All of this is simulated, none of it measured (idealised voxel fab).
process module | voxel ribs on slabs
cross-section cut | 190 nm wide | cells 5 nm
A cross-section is a grid of square cells, given in bands from the top down. A band is one or more rows of cells.
Each band's line starts with the height of the band's top and of its bottom, in nm. Then come its materials from left to right, each with its width in nm. One material with "throughout" fills the band from edge to edge. "air" is empty space.
Height 0 is the level under which the wafer as received is all one material. The lowest band goes on downwards, as in "0 down".
A width such as "30 to 40" changes by the same amount from each row of cells to the next, from the band's top row to its bottom row.
"no change" after a step means that no cell of the cross-section changed.
closed voids: empty space of 8 cells or more with no open way to the top, each as width x height at its distance from the left edge, in nm
after a step's settings: what the simulator itself notes on the step
overlay nm, on a step with a mask: how far to the right of its planned place the mask lay; to the left if negative
plan
1 op RECEIVE | material Si
2 op DIRECTIONAL_DEP | material SiO2 | thk nm 25
3 op DIRECTIONAL_DEP | material SiN | thk nm 15
4 op PATTERN | tone cover | mask id RIB | material resist | width nm 25 | thk nm 20 | overlay nm 0
5 op DIRECTIONAL_ETCH | etch materials SiN | depth nm 10
6 op STRIP | etch materials resist
7 op MASKED_ETCH | tone cover | mask id SLAB | width nm 75 | etch materials SiN | depth nm 5 | overlay nm 0
8 op FILL_DEP | material SiO2 | thk nm 15
9 op CMP | height nm 50
10 op DIRECTIONAL_DEP | material W | thk nm 5
11 op PATTERN | tone cover | mask id HEATER | material resist | width nm 35 | thk nm 20 | overlay nm 0
12 op DIRECTIONAL_ETCH | etch materials W | depth nm 5
13 op STRIP | etch materials resist
14 op CONFORMAL_DEP | material SiN | thk nm 10
as received, after step 1
  0 down: Si throughout
  closed voids: none
first wafer at the end, as planned
  65 to 60: air 65 | SiN 55 | air 70
  60 to 55: SiN throughout
  55 to 50: SiN 75 | W 35 | SiN 80
  50 to 40: SiO2 throughout
  40 to 30: SiO2 80 | SiN 25 | SiO2 85
  30 to 25: SiO2 55 | SiN 75 | SiO2 60
  25 to 0: SiO2 throughout
  0 down: Si throughout
  closed voids: none
second wafer at the end: like start, like plan, one mistake
  55 to 50: air 75 | W 35 | air 80
  50 to 40: SiO2 throughout
  40 to 30: SiO2 80 | SiN 25 | SiO2 85
  30 to 25: SiO2 55 | SiN 75 | SiO2 60
  25 to 0: SiO2 throughout
  0 down: Si throughout
  closed voids: none
what went wrong: step 14 was left out
at the end the second wafer has, in cells: 80 fewer of SiN
